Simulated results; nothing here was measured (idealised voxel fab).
Process module under the name voxel transistor to metal
It is cross-section cut that appears here, measuring 300 nm in width, its square cells being 5 nm in size.
Cross-section format: a grid of square cells, given as bands from top to bottom; each band is one or more rows of cells.
First you get the band's top height and its bottom height, in nm, and then the materials it's made of, left to right, with each width in nm. If you see a single material with "all across", that one covers the band edge to edge. "empty" is empty space.
All heights in this document are referenced to 0, defined as the level beneath which the wafer, as received, consists entirely of one material. The lowest band is not bounded below; it extends indefinitely downward and is written in the form "0 -> down".
Width "30->40": first value at the band's top row of cells, second value at its bottom row, equal change from row to row.
Where a step carries "all unchanged", the cross-section came out of it unchanged, cell for cell.
For the entry "Enclosed internal voids", the listed items are empty spaces with no open way to the top whose size is 8 cells or more; each item follows the pattern width x height at distance, where distance is from the left edge and all three are in nm.
Read whatever lies past the settings on a step's line as the simulator's own remark about the step.
Steps that use a mask can have "overlay nm" on their line. It says how far the mask sat to the right of where it was meant to be. Negative means to the left.
[Process steps foreseen in the plan]
| 1 | RECEIVE,material Si |
| 2 | CONFORMAL_DEP,material SiO2,thk nm 5 |
| 3 | CONFORMAL_DEP,material SiN,thk nm 15 |
| 4 | PATTERN,tone cover,mask id ACTIVE,material resist,width nm 115,pitch nm 145,thk nm 20,overlay nm 0 |
| 5 | DIRECTIONAL_ETCH,etch materials SiN,depth nm 15 |
| 6 | DIRECTIONAL_ETCH,etch materials SiO2,depth nm 5 |
| 7 | DIRECTIONAL_ETCH,etch materials Si,depth nm 25 |
| 8 | STRIP,etch materials resist |
| 9 | OXIDIZE,depth nm 5 |
| 10 | FILL_DEP,material SiO2,thk nm 10 |
| 11 | CMP,height nm 20 |
| 12 | SELECTIVE_ETCH,etch materials SiO2,depth nm 5 |
| 13 | STRIP,etch materials SiN |
| 14 | SELECTIVE_ETCH,etch materials SiO2,depth nm 5 |
| 15 | OXIDIZE,depth nm 5 |
| 16 | DIRECTIONAL_DEP,material polySi,thk nm 25 |
| 17 | DIRECTIONAL_DEP,material SiCN,thk nm 10 |
| 18 | MASKED_ETCH,tone cover,mask id GATE,width nm 25,pitch nm 145,etch materials SiCN,depth nm 20,overlay nm 0 |
| 19 | MASKED_ETCH,tone cover,mask id GATE,width nm 25,pitch nm 145,etch materials polySi,depth nm 35,overlay nm 0 |
| 20 | CONFORMAL_DEP,material SiN,thk nm 10 |
| 21 | DIRECTIONAL_ETCH,etch materials SiN,depth nm 10 |
| 22 | DIRECTIONAL_ETCH,etch materials SiO2,depth nm 5 |
| 23 | DIRECTIONAL_ETCH,etch materials Si,depth nm 15 |
| 24 | EPI,material nSi,thk nm 20 |
| 25 | FILL_DEP,material SiO2,thk nm 10 |
| 26 | CMP,height nm 35 |
| 27 | DIRECTIONAL_DEP,material SiO2,thk nm 10 |
| 28 | MASKED_ETCH,tone open,mask id CONTACT,width nm 30,etch materials SiO2,depth nm 45,overlay nm 0 |
| 29 | CONFORMAL_DEP,material TiN,thk nm 5 |
| 30 | FILL_DEP,material Ru,thk nm 5 |
| 31 | CMP,height nm 45 |
| 32 | DIRECTIONAL_DEP,material TiN,thk nm 5 |
| 33 | DIRECTIONAL_DEP,material W,thk nm 15 |
| 34 | PATTERN,tone cover,mask id METAL_1,material resist,width nm 20,thk nm 15,overlay nm 0 |
| 35 | DIRECTIONAL_ETCH,etch materials W,depth nm 15 |
| 36 | DIRECTIONAL_ETCH,etch materials TiN,depth nm 5 |
| 37 | STRIP,etch materials resist |
| 38 | FILL_DEP,material lowk,thk nm 10 |
| 39 | CMP,height nm 65 |
| 40 | CONFORMAL_DEP,material SiCN,thk nm 5 |
| 41 | DIRECTIONAL_DEP,material SiO2,thk nm 30 |
| 42 | PATTERN,tone open,mask id METAL_2_HOLES,material resist,width nm 15,pitch nm 145,thk nm 20,overlay nm 0 |
| 43 | DIRECTIONAL_ETCH,etch materials SiO2,depth nm 30 |
| 44 | STRIP,etch materials resist |
| 45 | PATTERN,tone open,mask id METAL_2,material resist,width nm 20,pitch nm 145,thk nm 20,overlay nm 0 |
| 46 | DIRECTIONAL_ETCH,etch materials SiO2,depth nm 15 |
| 47 | DIRECTIONAL_ETCH,etch materials SiCN,depth nm 5 |
| 48 | STRIP,etch materials resist |
| 49 | CONFORMAL_DEP,material TiN,thk nm 5 |
| 50 | FILL_DEP,material Cu,thk nm 5 |
| 51 | CMP,height nm 100 |
| 52 | CONFORMAL_DEP,material SiCN,thk nm 5 |
[Step 1 complete: cross-section of the wafer as received]
	0 -> down = Si all across
	Enclosed internal voids: none
[Cross-section: first of two wafers, module finished, run according to plan]
	105 -> 100 = SiCN all across
	100 -> 90 = 30 nm SiO2, then 5 nm TiN, then 10 nm Cu, then 5 nm TiN, then 125 nm SiO2, then 5 nm TiN, then 10 nm Cu, then 5 nm TiN, then 105 nm SiO2
	90 -> 85 = 30 nm SiO2, then 5 nm TiN, then 5 nm Cu, then 10 nm TiN, then 125 nm SiO2, then 5 nm TiN, then 5 nm Cu, then 10 nm TiN, then 105 nm SiO2
	85 -> 70 = 30 nm SiO2, then 5 nm TiN, then 5 nm Cu, then 5 nm TiN, then 130 nm SiO2, then 5 nm TiN, then 5 nm Cu, then 5 nm TiN, then 110 nm SiO2
	70 -> 65 = 30 nm SiCN, then 15 nm TiN, then 130 nm SiCN, then 15 nm TiN, then 110 nm SiCN
	65 -> 50 = 30 nm lowk, then 20 nm W, then 55 nm lowk, then 20 nm W, then 50 nm lowk, then 20 nm W, then 55 nm lowk, then 20 nm W, then 30 nm lowk
	50 -> 45 = 30 nm lowk, then 20 nm TiN, then 55 nm lowk, then 20 nm TiN, then 50 nm lowk, then 20 nm TiN, then 55 nm lowk, then 20 nm TiN, then 30 nm lowk
	45 -> 35 = 30 nm SiO2, then 5 nm TiN, then 20->15 nm Ru, then 5->10 nm TiN, then 35 nm SiO2, then 5->10 nm TiN, then 20->15 nm Ru, then 5 nm TiN, then 50 nm SiO2, then 5 nm TiN, then 20->15 nm Ru, then 5->10 nm TiN, then 35 nm SiO2, then 5->10 nm TiN, then 20->15 nm Ru, then 5 nm TiN, then 30 nm SiO2
	35 -> 25 = 30 nm SiO2, then 5 nm TiN, then 15 nm Ru, then 5 nm TiN, then 10 nm SiN, then 25 nm SiCN, then 10 nm SiN, then 5 nm TiN, then 15 nm Ru, then 5 nm TiN, then 50 nm SiO2, then 5 nm TiN, then 15 nm Ru, then 5 nm TiN, then 10 nm SiN, then 25 nm SiCN, then 10 nm SiN, then 5 nm TiN, then 15 nm Ru, then 5 nm TiN, then 30 nm SiO2
	25 -> 20 = 30 nm SiO2, then 5 nm TiN, then 15 nm Ru, then 5 nm TiN, then 10 nm SiN, then 25 nm polySi, then 10 nm SiN, then 5 nm TiN, then 15 nm Ru, then 5 nm TiN, then 50 nm SiO2, then 5 nm TiN, then 15 nm Ru, then 5 nm TiN, then 10 nm SiN, then 25 nm polySi, then 10 nm SiN, then 5 nm TiN, then 15 nm Ru, then 5 nm TiN, then 30 nm SiO2
	20 -> 15 = 30 nm SiO2, then 25 nm TiN, then 10 nm SiN, then 25 nm polySi, then 10 nm SiN, then 25 nm TiN, then 50 nm SiO2, then 25 nm TiN, then 10 nm SiN, then 25 nm polySi, then 10 nm SiN, then 25 nm TiN, then 30 nm SiO2
	15 -> 10 = 30 nm SiO2, then 5 nm TiN, then 20 nm nSi, then 10 nm SiN, then 25 nm polySi, then 10 nm SiN, then 20 nm nSi, then 5 nm TiN, then 50 nm SiO2, then 5 nm TiN, then 20 nm nSi, then 10 nm SiN, then 25 nm polySi, then 10 nm SiN, then 20 nm nSi, then 5 nm TiN, then 30 nm SiO2
	10 -> 0 = 15 nm SiO2, then 10 nm SiN, then 5 nm SiO2, then 5 nm TiN, then 20 nm nSi, then 10 nm SiN, then 25 nm polySi, then 10 nm SiN, then 20 nm nSi, then 5 nm TiN, then 5 nm SiO2, then 10 nm SiN, then 20 nm SiO2, then 10 nm SiN, then 5 nm SiO2, then 5 nm TiN, then 20 nm nSi, then 10 nm SiN, then 25 nm polySi, then 10 nm SiN, then 20 nm nSi, then 5 nm TiN, then 5 nm SiO2, then 10 nm SiN, then 15 nm SiO2
	0 -> -5 = 25 nm SiO2, then 30 nm nSi, then 45 nm SiO2, then 30 nm nSi, then 40 nm SiO2, then 30 nm nSi, then 45 nm SiO2, then 30 nm nSi, then 25 nm SiO2
	-5 -> -20 = 25 nm SiO2, then 30 nm nSi, then 45 nm Si, then 30 nm nSi, then 40 nm SiO2, then 30 nm nSi, then 45 nm Si, then 30 nm nSi, then 25 nm SiO2
	-20 -> -30 = 25 nm SiO2, then 105 nm Si, then 40 nm SiO2, then 105 nm Si, then 25 nm SiO2
	-30 -> down = Si all across
	Enclosed internal voids: none
[End of module, second wafer, cross-section. Started like the first, planned like the first, run with one mistake]
	105 -> 100 = SiCN all across
	100 -> 90 = 30 nm SiO2, then 5 nm TiN, then 10 nm Cu, then 5 nm TiN, then 125 nm SiO2, then 5 nm TiN, then 10 nm Cu, then 5 nm TiN, then 105 nm SiO2
	90 -> 85 = 30 nm SiO2, then 5 nm TiN, then 5 nm Cu, then 10 nm TiN, then 125 nm SiO2, then 5 nm TiN, then 5 nm Cu, then 10 nm TiN, then 105 nm SiO2
	85 -> 70 = 30 nm SiO2, then 5 nm TiN, then 5 nm Cu, then 5 nm TiN, then 130 nm SiO2, then 5 nm TiN, then 5 nm Cu, then 5 nm TiN, then 110 nm SiO2
	70 -> 65 = 30 nm SiCN, then 15 nm TiN, then 130 nm SiCN, then 15 nm TiN, then 110 nm SiCN
	65 -> 50 = 30 nm lowk, then 20 nm W, then 55 nm lowk, then 20 nm W, then 50 nm lowk, then 20 nm W, then 55 nm lowk, then 20 nm W, then 30 nm lowk
	50 -> 45 = 30 nm lowk, then 20 nm TiN, then 55 nm lowk, then 20 nm TiN, then 50 nm lowk, then 20 nm TiN, then 55 nm lowk, then 20 nm TiN, then 30 nm lowk
	45 -> 35 = 30 nm SiO2, then 5 nm TiN, then 20->15 nm Ru, then 5->10 nm TiN, then 35 nm SiO2, then 5->10 nm TiN, then 20->15 nm Ru, then 5 nm TiN, then 50 nm SiO2, then 5 nm TiN, then 20->15 nm Ru, then 5->10 nm TiN, then 35 nm SiO2, then 5->10 nm TiN, then 20->15 nm Ru, then 5 nm TiN, then 30 nm SiO2
	35 -> 25 = 30 nm SiO2, then 5 nm TiN, then 15 nm Ru, then 5 nm TiN, then 10 nm SiN, then 25 nm SiCN, then 10 nm SiN, then 5 nm TiN, then 15 nm Ru, then 5 nm TiN, then 50 nm SiO2, then 5 nm TiN, then 15 nm Ru, then 5 nm TiN, then 10 nm SiN, then 25 nm SiCN, then 10 nm SiN, then 5 nm TiN, then 15 nm Ru, then 5 nm TiN, then 30 nm SiO2
	25 -> 20 = 30 nm SiO2, then 5 nm TiN, then 15 nm Ru, then 5 nm TiN, then 10 nm SiN, then 25 nm polySi, then 10 nm SiN, then 5 nm TiN, then 15 nm Ru, then 5 nm TiN, then 50 nm SiO2, then 5 nm TiN, then 15 nm Ru, then 5 nm TiN, then 10 nm SiN, then 25 nm polySi, then 10 nm SiN, then 5 nm TiN, then 15 nm Ru, then 5 nm TiN, then 30 nm SiO2
	20 -> 15 = 30 nm SiO2, then 25 nm TiN, then 10 nm SiN, then 25 nm polySi, then 10 nm SiN, then 25 nm TiN, then 50 nm SiO2, then 25 nm TiN, then 10 nm SiN, then 25 nm polySi, then 10 nm SiN, then 25 nm TiN, then 30 nm SiO2
	15 -> 10 = 30 nm SiO2, then 5 nm TiN, then 20 nm nSi, then 10 nm SiN, then 25 nm polySi, then 10 nm SiN, then 20 nm nSi, then 5 nm TiN, then 50 nm SiO2, then 5 nm TiN, then 20 nm nSi, then 10 nm SiN, then 25 nm polySi, then 10 nm SiN, then 20 nm nSi, then 5 nm TiN, then 30 nm SiO2
	10 -> 0 = 15 nm SiO2, then 10 nm SiN, then 5 nm SiO2, then 5 nm TiN, then 20 nm nSi, then 10 nm SiN, then 25 nm polySi, then 10 nm SiN, then 20 nm nSi, then 5 nm TiN, then 10 nm SiO2, then 10 nm SiN, then 15 nm SiO2, then 10 nm SiN, then 5 nm SiO2, then 5 nm TiN, then 20 nm nSi, then 10 nm SiN, then 25 nm polySi, then 10 nm SiN, then 20 nm nSi, then 5 nm TiN, then 10 nm SiO2, then 10 nm SiN, then 10 nm SiO2
	0 -> -5 = 25 nm SiO2, then 30 nm nSi, then 45 nm SiO2, then 35 nm nSi, then 35 nm SiO2, then 30 nm nSi, then 45 nm SiO2, then 35 nm nSi, then 20 nm SiO2
	-5 -> -20 = 25 nm SiO2, then 30 nm nSi, then 45 nm Si, then 35 nm nSi, then 35 nm SiO2, then 30 nm nSi, then 45 nm Si, then 35 nm nSi, then 20 nm SiO2
	-20 -> -30 = 25 nm SiO2, then 110 nm Si, then 35 nm SiO2, then 110 nm Si, then 20 nm SiO2
	-30 -> down = Si all across
	Enclosed internal voids: none
What was the processing mistake? note that step 4 departed from the planned setting and was carried out as PATTERN,tone cover,mask id ACTIVE,material resist,width nm 120,pitch nm 145,thk nm 20,overlay nm 0
Heads up, by the end the second wafer has more or fewer cells of some materials compared to the first: +4 Si, -12 SiO2, +8 nSi
